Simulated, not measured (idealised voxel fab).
The process module that follows is named voxel quadruple lines.
Section cut is 190 nm wide and gridded with 5 nm square cells.
Format of a cross-section: grid, square cells. Given as bands. Order: top down. Band: one or more rows of cells. Top height, bottom height, nm. Materials left to right, width each, nm. Single material + "all across" = fills band edge to edge. "blank" = empty. Measure heights from 0. That's the level where, below it, the as-received wafer is all one material. The lowest band is bottomless and extends downward; write it as in "0 down". A width given as "30 to 40" starts at the first number in the band's top row and ends at the second number in its bottom row, shifting by an equal amount at every step from row to row. It should be understood that the words "no alteration", when stated for a given step, signify that the cross-section underwent no change in any of its cells during that step. Reported under the label "Encapsulated voids" are the empty spaces having no open way to the top and comprising 8 cells or more; the notation for each is width x height at distance, in which the distance is measured from the left edge and all three values are in nm. Past the settings on a step's line: simulator remark, on that step. "overlay nm", when on a step's line for a step with a mask, measures how far to the right of its planned place the mask lay; a negative measure means to the left.
The following list gives the planned process steps:
- 1: RECEIVE | material Si
- 2: CONFORMAL_DEP | material SiO2 | thk nm 5
- 3: DIRECTIONAL_DEP | material Ru | thk nm 10
- 4: DIRECTIONAL_DEP | material polySi | thk nm 15
- 5: DIRECTIONAL_DEP | material aC | thk nm 25
- 6: PATTERN | tone cover | mask id MANDREL | material resist | width nm 30 | thk nm 30 | overlay nm 0
- 7: DIRECTIONAL_ETCH | etch materials aC | depth nm 25
- 8: STRIP | etch materials resist
- 9: CONFORMAL_DEP | material SiO2 | thk nm 10
- 10: DIRECTIONAL_ETCH | etch materials SiO2 | depth nm 10
- 11: STRIP | etch materials aC
- 12: DIRECTIONAL_ETCH | etch materials polySi | depth nm 15
- 13: STRIP | etch materials SiO2
- 14: CONFORMAL_DEP | material SiCN | thk nm 10
- 15: DIRECTIONAL_ETCH | etch materials SiCN | depth nm 10
- 16: STRIP | etch materials polySi
- 17: DIRECTIONAL_ETCH | etch materials Ru | depth nm 10
- 18: STRIP | etch materials SiCN
Cross-section: wafer on arrival = after step 1:
  0 down = Si all across
  Encapsulated voids: none
Looking at the first of two wafers in cross-section at end of module - ran to plan:
  15 to 5 = 60 of blank | 10 of Ru | 10 of blank | 10 of Ru | 10 of blank | 10 of Ru | 10 of blank | 10 of Ru | 60 of blank
  5 to 0 = SiO2 all across
  0 down = Si all across
  Encapsulated voids: none
Wafer two, sectioned after the module: the first wafer's start, the first wafer's plan, and one mistake in how it was run:
  15 to 5 = 70 of blank | 10 of Ru | 10 of blank | 10 of Ru | 10 of blank | 10 of Ru | 10 of blank | 10 of Ru | 50 of blank
  5 to 0 = SiO2 all across
  0 down = Si all across
  Encapsulated voids: none
Where did the run depart from the plan? step 6 ran differently from the plan; actual operation with settings: PATTERN | tone cover | mask id MANDREL | material resist | width nm 30 | thk nm 30 | overlay nm 10
In the final comparison it is observed that the number of cells assigned to each material is identical for the two wafers, whereas their placement is not.
